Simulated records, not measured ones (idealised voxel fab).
process module | voxel local oxidation
cross-section cut | 180 nm wide | cells 5 nm
A cross-section is a grid of square cells, given in bands from the top down. A band is one or more rows of cells.
Each band's line starts with the height of the band's top and of its bottom, in nm. Then come its materials from left to right, each with its width in nm. One material with "throughout" fills the band from edge to edge. "air" is empty space.
Height 0 is the level under which the wafer as received is all one material. The lowest band goes on downwards, as in "0 down".
A width such as "30 to 40" changes by the same amount from each row of cells to the next, from the band's top row to its bottom row.
"no change" after a step means that no cell of the cross-section changed.
closed voids: empty space of 8 cells or more with no open way to the top, each as width x height at its distance from the left edge, in nm
after a step's settings: what the simulator itself notes on the step
overlay nm, on a step with a mask: how far to the right of its planned place the mask lay; to the left if negative
plan
1 op RECEIVE | material Si
2 op OXIDIZE | depth nm 5
3 op CONFORMAL_DEP | material SiN | thk nm 15
4 op PATTERN | tone cover | mask id ACTIVE | material resist | width nm 130 | thk nm 20 | overlay nm 0
5 op DIRECTIONAL_ETCH | etch materials SiN | depth nm 15
6 op STRIP | etch materials resist
7 op SELECTIVE_ETCH | etch materials SiO2 | depth nm 5
8 op OXIDIZE | depth nm 15
9 op STRIP | etch materials SiN
first wafer, as planned
as received, after step 1
  0 down: Si throughout
  closed voids: none
after step 2
  0 to -5: SiO2 throughout
  below -5: unchanged
after step 3
  15 to 0: SiN throughout
  below 0: unchanged
after step 4
  35 to 15: air 25 | resist 130 | air 25
  below 15: unchanged
after step 5
  35 to 15: air 25 | resist 130 | air 25
  15 to 0: air 25 | SiN 130 | air 25
  below 0: unchanged
after step 6
  15 to 0: air 25 | SiN 130 | air 25
  below 0: unchanged
after step 7
  15 to 0: air 25 | SiN 130 | air 25
  0 to -5: air 30 | SiO2 120 | air 30
  below -5: unchanged
after step 8
  15 to 0: air 25 | SiN 130 | air 25
  0 to -5: air 30 | SiO2 120 | air 30
  -5 to -20: SiO2 45 | Si 90 | SiO2 45
  below -20: unchanged
after step 9
  0 to -5: air 30 | SiO2 120 | air 30
  below -5: unchanged
second wafer: like start, like plan, one mistake. Through step 5 it matches the first wafer
when step 6 should have ended
  15 to 0: air 25 | SiN 130 | air 25
  below 0: unchanged
when step 7 should have ended
  15 to 0: air 25 | SiN 130 | air 25
  0 to -5: air 30 | SiO2 120 | air 30
  below -5: unchanged
when step 8 should have ended
  15 to 0: air 25 | SiN 130 | air 25
  0 to -5: air 30 | SiO2 120 | air 30
  -5 to -20: SiO2 45 | Si 90 | SiO2 45
  below -20: unchanged
when step 9 should have ended
  0 to -5: air 30 | SiO2 120 | air 30
  below -5: unchanged
what went wrong: step 6 was run twice
at the end the two cross-sections are the same: no effect in what this model computes
